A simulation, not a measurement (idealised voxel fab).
Herein follows the process module entitled voxel self aligned vias.
FYI the section here is cut, 275 nm wide, cells are 5 nm squares.
Cross-section spec: square-cell grid; bands listed top down; each band is one or more rows.
Within each band entry, the heights of the top and of the bottom of the band appear first, in that order and in nm; the materials of the band then follow from left to right, each with its corresponding width in nm. The designation "full width" on a single material indicates that it fills the band from edge to edge; the designation "empty" indicates empty space.
Heights from 0 (as-received wafer is one material below). Bottom band endless downward, as "top 0, no bottom".
A width given as "30..40" starts at the first number in the band's top row and ends at the second number in its bottom row, shifting by an equal amount at every step from row to row.
No cell of the cross-section changed in a step that is given as "nothing changed".
Closed-off voids of 8+ cells (no open route to the top) go in "Catalogued sealed voids", written width x height at distance from the left edge, in nm.
That trailing text on a step's line, after the settings, is the simulator's own remark on the step.
A step's line can hold "overlay nm"; with a mask on that step, the setting says how far right of the planned place the mask lay, while a negative setting says it lay to the left.
## The planned process steps are enumerated hereunder
1) RECEIVE [material Si]
2) CONFORMAL_DEP [material SiO2] [thk nm 15]
3) CONFORMAL_DEP [material SiCN] [thk nm 5]
4) DIRECTIONAL_DEP [material SiO2] [thk nm 20]
5) PATTERN [tone open] [mask id LINES] [material resist] [width nm 20] [pitch nm 55] [thk nm 15] [overlay nm 0]
6) DIRECTIONAL_ETCH [etch materials SiO2] [depth nm 20]
7) STRIP [etch materials resist]
8) CONFORMAL_DEP [material TiN] [thk nm 5]
9) FILL_DEP [material Ru] [thk nm 5]
10) CMP [height nm 40]
11) SELECTIVE_ETCH [etch materials W Ru TiN] [depth nm 10]
12) FILL_DEP [material SiN] [thk nm 5]
13) CMP [height nm 40]
14) DIRECTIONAL_DEP [material SiO2] [thk nm 15]
15) MASKED_ETCH [tone open] [mask id VIAS] [width nm 20] [pitch nm 55] [etch materials SiO2] [depth nm 15] [overlay nm 0]
16) MASKED_ETCH [tone open] [mask id VIAS] [width nm 30] [pitch nm 55] [etch materials SiN] [depth nm 10] [overlay nm 0]
17) CONFORMAL_DEP [material TiN] [thk nm 5]
18) FILL_DEP [material W] [thk nm 5]
19) CMP [height nm 55]
20) CONFORMAL_DEP [material SiCN] [thk nm 5]
Among the wafers covered here, the point of difference is the width nm at step 15; their starting state is shared, and the plan presents the value of the first wafer.
## First wafer of several, as received: cross-section after step 1
	top 0, no bottom: Si full width
	Catalogued sealed voids: none
## What follows is a table in which each wafer occupies a row; for the wafer as it stands at the close of the module, the row states, material by material, how many cells have been gained (+) or lost (-) since receipt, and then gives its closed voids
width nm 20, +6 Ru, +110 SiCN, +466 SiO2, +54 TiN, +24 W, Catalogued sealed voids: none
width nm 25, +6 Ru, +110 SiCN, +457 SiO2, +57 TiN, +30 W, Catalogued sealed voids: none
width nm 30, +6 Ru, +110 SiCN, +448 SiO2, +60 TiN, +36 W, Catalogued sealed voids: none
width nm 35, +6 Ru, +110 SiCN, +439 SiO2, +63 TiN, +42 W, Catalogued sealed voids: none
width nm 40, +6 Ru, +110 SiCN, +430 SiO2, +66 TiN, +48 W, Catalogued sealed voids: none
